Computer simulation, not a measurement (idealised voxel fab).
This is a process module. Its name is voxel ribs on slabs.
The figure presents cross-section cut, which has a width of 195 nm and is divided into square cells with an edge length of 5 nm.
Square cells in a grid make up a cross-section in this document, and the grid is given as bands, listed from the top down, each one or more rows of cells.
Per band: top height and bottom height in nm, followed by the left-to-right materials and their widths in nm; "full width" marks a single material spanning edge to edge, "blank" marks empty space.
Height reference: 0 = level under which incoming wafer is all one material. Lowest band: no bottom, runs on downward, e.g. "0..down".
Note: "30->40" means the width goes from the first number (top row of the band) to the second number (bottom row) in equal steps per row of cells.
Step marked "changes: none"? Then no cell in the cross-section changed in it.
So "Enclosed void listing" is basically the list of trapped voids: any empty space of 8 cells or more that can't reach the top through an opening. They're written width x height at distance, the distance being from the left edge, and it's all nm.
Whatever follows a step's settings on its line is a remark the simulator itself makes about that step.
overlay nm: where the mask lay relative to plan, measured to the right, on steps with a mask; negatives go left.
THESE ARE THE STEPS WE PLANNED FOR THE PROCESS
1. RECEIVE,material Si
2. DIRECTIONAL_DEP,material SiO2,thk nm 25
3. DIRECTIONAL_DEP,material polySi,thk nm 15
4. DIRECTIONAL_DEP,material aC,thk nm 15
5. PATTERN,tone cover,mask id RIB,material resist,width nm 15,thk nm 35,overlay nm 0
6. DIRECTIONAL_ETCH,etch materials aC,depth nm 15
7. STRIP,etch materials resist
8. DIRECTIONAL_ETCH,etch materials polySi,depth nm 10
9. STRIP,etch materials aC
10. MASKED_ETCH,tone cover,mask id SLAB,width nm 45,etch materials polySi,depth nm 5,overlay nm 0
11. FILL_DEP,material SiO2,thk nm 20
12. CMP,height nm 50
13. DIRECTIONAL_DEP,material W,thk nm 5
14. PATTERN,tone cover,mask id HEATER,material resist,width nm 25,thk nm 15,overlay nm 0
15. DIRECTIONAL_ETCH,etch materials W,depth nm 5
16. STRIP,etch materials resist
17. CONFORMAL_DEP,material SiN,thk nm 5
FIRST OF TWO WAFERS, WITH THE RUN CARRIED OUT AS PLANNED
CROSS-SECTION: WAFER ON ARRIVAL = AFTER STEP 1
* 0..down  Si full width
* Enclosed void listing: none
PRESENTED HERE IS A CROSS-SECTION OF THE WAFER AFTER STEP 2 HAS BEEN PERFORMED
* 25..0  SiO2 full width
* At heights below 0, the structure remains unaltered.
PRESENTED HERE IS A CROSS-SECTION OF THE WAFER AFTER STEP 3 HAS BEEN PERFORMED
* 40..25  polySi full width
* At heights below 25, the structure remains unaltered.
PRESENTED HERE IS A CROSS-SECTION OF THE WAFER AFTER STEP 4 HAS BEEN PERFORMED
* 55..40  aC full width
* At heights below 40, the structure remains unaltered.
PRESENTED HERE IS A CROSS-SECTION OF THE WAFER AFTER STEP 5 HAS BEEN PERFORMED
* 90..55  blank 90 nm, then resist 15 nm, then blank 90 nm
* At heights below 55, the structure remains unaltered.
PRESENTED HERE IS A CROSS-SECTION OF THE WAFER AFTER STEP 6 HAS BEEN PERFORMED
* 75..55  blank 90 nm, then resist 15 nm, then blank 90 nm
* 55..40  blank 90 nm, then aC 15 nm, then blank 90 nm
* At heights below 40, the structure remains unaltered.
PRESENTED HERE IS A CROSS-SECTION OF THE WAFER AFTER STEP 7 HAS BEEN PERFORMED
* 55..40  blank 90 nm, then aC 15 nm, then blank 90 nm
* At heights below 40, the structure remains unaltered.
PRESENTED HERE IS A CROSS-SECTION OF THE WAFER AFTER STEP 8 HAS BEEN PERFORMED
* 55..40  blank 90 nm, then aC 15 nm, then blank 90 nm
* 40..30  blank 90 nm, then polySi 15 nm, then blank 90 nm
* At heights below 30, the structure remains unaltered.
PRESENTED HERE IS A CROSS-SECTION OF THE WAFER AFTER STEP 9 HAS BEEN PERFORMED
* 40..30  blank 90 nm, then polySi 15 nm, then blank 90 nm
* At heights below 30, the structure remains unaltered.
PRESENTED HERE IS A CROSS-SECTION OF THE WAFER AFTER STEP 10 HAS BEEN PERFORMED
* 40..30  blank 90 nm, then polySi 15 nm, then blank 90 nm
* 30..25  blank 75 nm, then polySi 45 nm, then blank 75 nm
* At heights below 25, the structure remains unaltered.
PRESENTED HERE IS A CROSS-SECTION OF THE WAFER AFTER STEP 11 HAS BEEN PERFORMED
* 60..40  SiO2 full width
* 40..30  SiO2 90 nm, then polySi 15 nm, then SiO2 90 nm
* 30..25  SiO2 75 nm, then polySi 45 nm, then SiO2 75 nm
* At heights below 25, the structure remains unaltered.
PRESENTED HERE IS A CROSS-SECTION OF THE WAFER AFTER STEP 12 HAS BEEN PERFORMED
* 50..40  SiO2 full width
* At heights below 40, the structure remains unaltered.
PRESENTED HERE IS A CROSS-SECTION OF THE WAFER AFTER STEP 13 HAS BEEN PERFORMED
* 55..50  W full width
* At heights below 50, the structure remains unaltered.
PRESENTED HERE IS A CROSS-SECTION OF THE WAFER AFTER STEP 14 HAS BEEN PERFORMED
* 70..55  blank 85 nm, then resist 25 nm, then blank 85 nm
* At heights below 55, the structure remains unaltered.
PRESENTED HERE IS A CROSS-SECTION OF THE WAFER AFTER STEP 15 HAS BEEN PERFORMED
* 70..55  blank 85 nm, then resist 25 nm, then blank 85 nm
* 55..50  blank 85 nm, then W 25 nm, then blank 85 nm
* At heights below 50, the structure remains unaltered.
PRESENTED HERE IS A CROSS-SECTION OF THE WAFER AFTER STEP 16 HAS BEEN PERFORMED
* 55..50  blank 85 nm, then W 25 nm, then blank 85 nm
* At heights below 50, the structure remains unaltered.
PRESENTED HERE IS A CROSS-SECTION OF THE WAFER AFTER STEP 17 HAS BEEN PERFORMED
* 60..55  blank 80 nm, then SiN 35 nm, then blank 80 nm
* 55..50  SiN 85 nm, then W 25 nm, then SiN 85 nm
* At heights below 50, the structure remains unaltered.
SECOND WAFER: SAME START AND SAME PLAN AS THE FIRST, ONE EXECUTION ERROR; IDENTICAL TO THE FIRST THROUGH STEP 4
X-SECTION, SECOND WAFER, WHEN STEP 5 WAS DUE TO FINISH
* 90..55  blank 80 nm, then resist 15 nm, then blank 100 nm
* At heights below 55, the structure remains unaltered.
X-SECTION, SECOND WAFER, WHEN STEP 6 WAS DUE TO FINISH
* 75..55  blank 80 nm, then resist 15 nm, then blank 100 nm
* 55..40  blank 80 nm, then aC 15 nm, then blank 100 nm
* At heights below 40, the structure remains unaltered.
X-SECTION, SECOND WAFER, WHEN STEP 7 WAS DUE TO FINISH
* 55..40  blank 80 nm, then aC 15 nm, then blank 100 nm
* At heights below 40, the structure remains unaltered.
X-SECTION, SECOND WAFER, WHEN STEP 8 WAS DUE TO FINISH
* 55..40  blank 80 nm, then aC 15 nm, then blank 100 nm
* 40..30  blank 80 nm, then polySi 15 nm, then blank 100 nm
* At heights below 30, the structure remains unaltered.
X-SECTION, SECOND WAFER, WHEN STEP 9 WAS DUE TO FINISH
* 40..30  blank 80 nm, then polySi 15 nm, then blank 100 nm
* At heights below 30, the structure remains unaltered.
X-SECTION, SECOND WAFER, WHEN STEP 10 WAS DUE TO FINISH
* 40..30  blank 80 nm, then polySi 15 nm, then blank 100 nm
* 30..25  blank 75 nm, then polySi 45 nm, then blank 75 nm
* At heights below 25, the structure remains unaltered.
X-SECTION, SECOND WAFER, WHEN STEP 11 WAS DUE TO FINISH
* 60..40  SiO2 full width
* 40..30  SiO2 80 nm, then polySi 15 nm, then SiO2 100 nm
* 30..25  SiO2 75 nm, then polySi 45 nm, then SiO2 75 nm
* At heights below 25, the structure remains unaltered.
X-SECTION, SECOND WAFER, WHEN STEP 12 WAS DUE TO FINISH
* 50..40  SiO2 full width
* At heights below 40, the structure remains unaltered.
X-SECTION, SECOND WAFER, WHEN STEP 13 WAS DUE TO FINISH
* 55..50  W full width
* At heights below 50, the structure remains unaltered.
X-SECTION, SECOND WAFER, WHEN STEP 14 WAS DUE TO FINISH
* 70..55  blank 85 nm, then resist 25 nm, then blank 85 nm
* At heights below 55, the structure remains unaltered.
X-SECTION, SECOND WAFER, WHEN STEP 15 WAS DUE TO FINISH
* 70..55  blank 85 nm, then resist 25 nm, then blank 85 nm
* 55..50  blank 85 nm, then W 25 nm, then blank 85 nm
* At heights below 50, the structure remains unaltered.
X-SECTION, SECOND WAFER, WHEN STEP 16 WAS DUE TO FINISH
* 55..50  blank 85 nm, then W 25 nm, then blank 85 nm
* At heights below 50, the structure remains unaltered.
X-SECTION, SECOND WAFER, WHEN STEP 17 WAS DUE TO FINISH
* 60..55  blank 80 nm, then SiN 35 nm, then blank 80 nm
* 55..50  SiN 85 nm, then W 25 nm, then SiN 85 nm
* At heights below 50, the structure remains unaltered.
Heads up, the wafer didn't run the way we planned it: step 5 off recipe, ran as PATTERN,tone cover,mask id RIB,material resist,width nm 15,thk nm 35,overlay nm -10
The two final wafers agree on how many cells each material fills and disagree on which cells those are.
